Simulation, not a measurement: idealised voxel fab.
Proc. module: voxel ribs on slabs
The width of the displayed cross-section, cut, is 195 nm; its cells are square, with a size of 5 nm.
Just so we're on the same page, the cross-sections are grids of square cells, and they're listed out in bands top to bottom, each band one or more rows deep. It is stipulated that each band's entry specify, in nanometres, the height of the top of the band and then that of its bottom, followed by the materials of the band in left-to-right sequence, each together with its width in nanometres. A single material marked by the word "throughout" is understood to fill the band from edge to edge; the word "empty" is understood to denote empty space. Heights are expressed relative to 0, this being the level below which the as-received wafer comprises one material exclusively. The lowest band is unbounded in the downward direction and is denoted as in "0 -> down". When a width is written as two numbers, as in "30->40", the first number is the width in the top row of cells of the band and the second is the width in its bottom row, and the width changes by the same amount from each row to the next. Reading "nothing altered" for a step: not a cell of the cross-section changed in it. The entry "Listed closed voids" lists the empty spaces that cover at least 8 cells and have no open path to the top. Each is written as width x height at distance, where the distance is measured from the left edge and all three values are in nm. Read whatever lies past the settings on a step's line as the simulator's own remark about the step. overlay nm: right-of-plan distance of the mask on a masked step; negative values mean left-of-plan.
List of planned process steps:
1 RECEIVE with material Si
2 DIRECTIONAL_DEP with material SiO2, thk nm 20
3 DIRECTIONAL_DEP with material SiN, thk nm 20
4 PATTERN with tone cover, mask id RIB, material resist, width nm 30, thk nm 20, overlay nm 0
5 DIRECTIONAL_ETCH with etch materials SiN, depth nm 10
6 STRIP with etch materials resist
7 PATTERN with tone cover, mask id SLAB, material resist, width nm 60, thk nm 15, overlay nm 0
8 DIRECTIONAL_ETCH with etch materials SiN, depth nm 10
9 STRIP with etch materials resist
10 FILL_DEP with material SiO2, thk nm 25
11 CMP with height nm 55
12 DIRECTIONAL_DEP with material W, thk nm 5
13 PATTERN with tone cover, mask id HEATER, material resist, width nm 40, thk nm 20, overlay nm 0
14 DIRECTIONAL_ETCH with etch materials W, depth nm 5
15 STRIP with etch materials resist
16 CONFORMAL_DEP with material SiN, thk nm 5
The first of a set of two wafers, run to plan:
Wafer as received: cross-section following step 1:
  0 -> down: Si throughout
  Listed closed voids: none
After step 2: wafer cross-section:
  20 -> 0: SiO2 throughout
  All layers under 0 are left as they were.
After step 3: wafer cross-section:
  40 -> 20: SiN throughout
  All layers under 20 are left as they were.
After step 4: wafer cross-section:
  60 -> 40: 80 of empty  30 of resist  85 of empty
  All layers under 40 are left as they were.
After step 5: wafer cross-section:
  60 -> 40: 80 of empty  30 of resist  85 of empty
  40 -> 30: 80 of empty  30 of SiN  85 of empty
  All layers under 30 are left as they were.
After step 6: wafer cross-section:
  40 -> 30: 80 of empty  30 of SiN  85 of empty
  All layers under 30 are left as they were.
After step 7: wafer cross-section:
  55 -> 40: 65 of empty  60 of resist  70 of empty
  40 -> 30: 65 of empty  15 of resist  30 of SiN  15 of resist  70 of empty
  All layers under 30 are left as they were.
After step 8: wafer cross-section:
  55 -> 40: 65 of empty  60 of resist  70 of empty
  40 -> 30: 65 of empty  15 of resist  30 of SiN  15 of resist  70 of empty
  30 -> 20: 65 of empty  60 of SiN  70 of empty
  All layers under 20 are left as they were.
After step 9: wafer cross-section:
  40 -> 30: 80 of empty  30 of SiN  85 of empty
  All layers under 30 are left as they were.
After step 10: wafer cross-section:
  65 -> 40: SiO2 throughout
  40 -> 30: 80 of SiO2  30 of SiN  85 of SiO2
  30 -> 20: 65 of SiO2  60 of SiN  70 of SiO2
  All layers under 20 are left as they were.
After step 11: wafer cross-section:
  55 -> 40: SiO2 throughout
  All layers under 40 are left as they were.
After step 12: wafer cross-section:
  60 -> 55: W throughout
  All layers under 55 are left as they were.
After step 13: wafer cross-section:
  80 -> 60: 75 of empty  40 of resist  80 of empty
  All layers under 60 are left as they were.
After step 14: wafer cross-section:
  80 -> 60: 75 of empty  40 of resist  80 of empty
  60 -> 55: 75 of empty  40 of W  80 of empty
  All layers under 55 are left as they were.
After step 15: wafer cross-section:
  60 -> 55: 75 of empty  40 of W  80 of empty
  All layers under 55 are left as they were.
After step 16: wafer cross-section:
  65 -> 60: 70 of empty  50 of SiN  75 of empty
  60 -> 55: 75 of SiN  40 of W  80 of SiN
  All layers under 55 are left as they were.
Notes, second wafer: start = first wafer's, plan = first wafer's, execution had one mistake; history identical to first through step 6:
Cross-section: second wafer, time at which step 7 was scheduled to end:
  55 -> 40: 75 of empty  60 of resist  60 of empty
  40 -> 30: 75 of empty  5 of resist  30 of SiN  25 of resist  60 of empty
  All layers under 30 are left as they were.
Cross-section: second wafer, time at which step 8 was scheduled to end:
  55 -> 40: 75 of empty  60 of resist  60 of empty
  40 -> 30: 75 of empty  5 of resist  30 of SiN  25 of resist  60 of empty
  30 -> 20: 75 of empty  60 of SiN  60 of empty
  All layers under 20 are left as they were.
Cross-section: second wafer, time at which step 9 was scheduled to end:
  40 -> 30: 80 of empty  30 of SiN  85 of empty
  All layers under 30 are left as they were.
Cross-section: second wafer, time at which step 10 was scheduled to end:
  65 -> 40: SiO2 throughout
  40 -> 30: 80 of SiO2  30 of SiN  85 of SiO2
  30 -> 20: 75 of SiO2  60 of SiN  60 of SiO2
  All layers under 20 are left as they were.
Cross-section: second wafer, time at which step 11 was scheduled to end:
  55 -> 40: SiO2 throughout
  All layers under 40 are left as they were.
Cross-section: second wafer, time at which step 12 was scheduled to end:
  60 -> 55: W throughout
  All layers under 55 are left as they were.
Cross-section: second wafer, time at which step 13 was scheduled to end:
  80 -> 60: 75 of empty  40 of resist  80 of empty
  All layers under 60 are left as they were.
Cross-section: second wafer, time at which step 14 was scheduled to end:
  80 -> 60: 75 of empty  40 of resist  80 of empty
  60 -> 55: 75 of empty  40 of W  80 of empty
  All layers under 55 are left as they were.
Cross-section: second wafer, time at which step 15 was scheduled to end:
  60 -> 55: 75 of empty  40 of W  80 of empty
  All layers under 55 are left as they were.
Cross-section: second wafer, time at which step 16 was scheduled to end:
  65 -> 60: 70 of empty  50 of SiN  75 of empty
  60 -> 55: 75 of SiN  40 of W  80 of SiN
  All layers under 55 are left as they were.
Nonconformance to the process plan: it should be noted that step 7 was executed with settings other than those planned, the operation and settings actually applied being PATTERN with tone cover, mask id SLAB, material resist, width nm 60, thk nm 15, overlay nm 10
At the close, every material occupies the same number of cells on the second wafer as on the first, only in different positions.
